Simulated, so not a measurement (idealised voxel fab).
Process module name: voxel plated lines
The width of the displayed cross-section, cut, is 140 nm; its cells are square, with a size of 5 nm.
Heads up, the way a cross-section reads in here is a grid of square cells, handed over as bands from the top down, with every band being one or more rows of cells. The entry gives the band's vertical extent as a top height and a bottom height in nm, then its horizontal make-up as materials from left to right, each with a width in nm. "empty" stands for empty space; a single material marked "everywhere" fills the band edge to edge. Ref level 0: as-received wafer is one material below here. Bottom band extends down with no lower bound ("from 0 down"). The notation "30->40" denotes a width that varies across the rows of cells in the band, beginning at the first number in the top row, finishing at the second number in the bottom row, and changing by an identical amount from each row to the next. Take "no alterations made" at face value: in the step it is given for, the cross-section changed in none of its cells. Entry "Sealed void inventory". Content: empty spaces with no open connection to the top, size 8 cells or greater. Each: width x height at distance. Distance: from left edge. Unit: nm. On a step's line, text after the settings is the simulator commenting on that step. overlay nm: how far to the right of its planned place the mask lay on this masked step (negative: to the left).
**Process steps - plan**
| 1 | RECEIVE | material Si |
| 2 | CONFORMAL_DEP | material Al2O3 | thk nm 5 |
| 3 | DIRECTIONAL_DEP | material TiN | thk nm 5 |
| 4 | PATTERN | tone open | mask id LINES | material resist | width nm 20 | pitch nm 35 | thk nm 15 | overlay nm -10 |
| 5 | EPI | material Ru | thk nm 5 |
| 6 | STRIP | etch materials resist |
| 7 | DIRECTIONAL_ETCH | etch materials TiN | depth nm 5 |
| 8 | CONFORMAL_DEP | material SiCN | thk nm 10 |
Wafers differ in overlay nm at step 4; plan lists the first wafer's value; identical starting state.
**Cut through the first of several wafers as received, post step 1**
from 0 down: Si everywhere
Sealed void inventory: none
**Cross-sectional representation of the first of several wafers at the end of the module, i.e. after its terminal step, step 8**
from 25 to 15: 5 empty; 110 SiCN; 25 empty
from 15 to 10: 15 SiCN; 20 Ru; 15 SiCN; 20 Ru; 15 SiCN; 20 Ru; 35 SiCN
from 10 to 5: 15 SiCN; 20 TiN; 15 SiCN; 20 TiN; 15 SiCN; 20 TiN; 35 SiCN
from 5 to 0: Al2O3 everywhere
from 0 down: Si everywhere
Sealed void inventory: none
**Wafer cross-section (last wafer, module end)**
from 25 to 15: 25 empty; 110 SiCN; 5 empty
from 15 to 10: 35 SiCN; 20 Ru; 15 SiCN; 20 Ru; 15 SiCN; 20 Ru; 15 SiCN
from 10 to 5: 35 SiCN; 20 TiN; 15 SiCN; 20 TiN; 15 SiCN; 20 TiN; 15 SiCN
from 5 to 0: Al2O3 everywhere
from 0 down: Si everywhere
Sealed void inventory: none
**Here is how to read the rows: every wafer has a row, and it shows the wafer at the end of the module, giving for each material how many cells were gained (+) or lost (-) since the wafer was received, then listing its closed voids**
overlay nm -10, +28 Al2O3, +12 Ru, +76 SiCN, +12 TiN, Sealed void inventory: none
overlay nm -5, +28 Al2O3, +12 Ru, +76 SiCN, +12 TiN, Sealed void inventory: none
overlay nm 0, +28 Al2O3, +12 Ru, +76 SiCN, +12 TiN, Sealed void inventory: none
overlay nm 5, +28 Al2O3, +12 Ru, +76 SiCN, +12 TiN, Sealed void inventory: none
overlay nm 10, +28 Al2O3, +12 Ru, +76 SiCN, +12 TiN, Sealed void inventory: none
